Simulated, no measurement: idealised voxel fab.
Presented below is a process module, voxel self aligned contacts.
Square cells of 5 nm make up the cross-section cut, whose width is 270 nm.
Cross-section format: a grid of square cells, given as bands from top to bottom; each band is one or more rows of cells.
The band entry comprises the height of the band's top followed by the height of its bottom, expressed in nm, and subsequently the band's materials from left to right, each stated together with its width in nm. Where a single material is marked with the word "everywhere", that material fills the band from edge to edge. The word "air" represents empty space.
Heights are measured from 0, the level below which the as-received wafer is all one material; the lowest band has no bottom and continues downward, written as in "from 0 down".
Quick explanation for "30 to 40": the width changes in equal steps down the rows of cells, from the first number in the band's top row to the second number in its bottom row.
Where a step carries "all unchanged", the cross-section came out of it unchanged, cell for cell.
What "Closed voids list" gives you is every empty space of 8 cells or more that is cut off from the top. Each appears as width x height at distance, with the distance taken from the left edge and width, height and distance all in nm.
after a step's settings: what the simulator itself notes on the step
For masked steps, "overlay nm" on the step line gives how far right of plan the mask actually lay; a minus sign means it lay to the left.
STEPS PLANNED FOR THE PROCESS
1,RECEIVE: material Si
2,CONFORMAL_DEP: material SiO2, thk nm 5
3,DIRECTIONAL_DEP: material polySi, thk nm 20
4,DIRECTIONAL_DEP: material SiN, thk nm 20
5,DIRECTIONAL_DEP: material aC, thk nm 15
6,PATTERN: tone cover, mask id GATE, material resist, width nm 15, pitch nm 65, thk nm 30, overlay nm 0
7,DIRECTIONAL_ETCH: etch materials aC, depth nm 15
8,STRIP: etch materials resist
9,DIRECTIONAL_ETCH: etch materials SiN, depth nm 20
10,DIRECTIONAL_ETCH: etch materials polySi, depth nm 20
11,STRIP: etch materials aC
12,CONFORMAL_DEP: material SiN, thk nm 10
13,DIRECTIONAL_ETCH: etch materials SiN, depth nm 10
14,FILL_DEP: material SiO2, thk nm 15
15,CMP: height nm 55
16,MASKED_ETCH: tone open, mask id CONTACT, width nm 50, pitch nm 65, etch materials SiO2, depth nm 55, overlay nm 0
17,CONFORMAL_DEP: material TiN, thk nm 5
18,FILL_DEP: material W, thk nm 5
19,CMP: height nm 55
20,CONFORMAL_DEP: material SiCN, thk nm 5
Split variable: width nm, step 6. Plan value = first wafer. Wafers start alike.
CROSS-SECTION OF THE FIRST OF SEVERAL RECEIVED WAFERS, SHOWING ITS STATE AFTER STEP 1
	from 0 down  Si everywhere
	Closed voids list: none
HEADS UP, THIS TABLE GOES WAFER BY WAFER. A ROW TELLS YOU, AT THE END OF THE MODULE, HOW MANY CELLS OF EACH MATERIAL THAT WAFER HAS PUT ON (+) OR DROPPED (-) SINCE IT WAS RECEIVED, AND THEN ITS CLOSED VOIDS
width nm 15; +54 SiCN; +132 SiN; +278 SiO2; +60 TiN; +88 W; +36 polySi; Closed voids list: none
width nm 20; +54 SiCN; +144 SiN; +272 SiO2; +60 TiN; +70 W; +48 polySi; Closed voids list: none
width nm 25; +54 SiCN; +156 SiN; +266 SiO2; +60 TiN; +52 W; +60 polySi; Closed voids list: none
width nm 30; +54 SiCN; +168 SiN; +260 SiO2; +60 TiN; +34 W; +72 polySi; Closed voids list: none
width nm 35; +54 SiCN; +180 SiN; +254 SiO2; +60 TiN; +16 W; +84 polySi; Closed voids list: none
width nm 40; +54 SiCN; +192 SiN; +248 SiO2; +42 TiN; +16 W; +96 polySi; Closed voids list: none
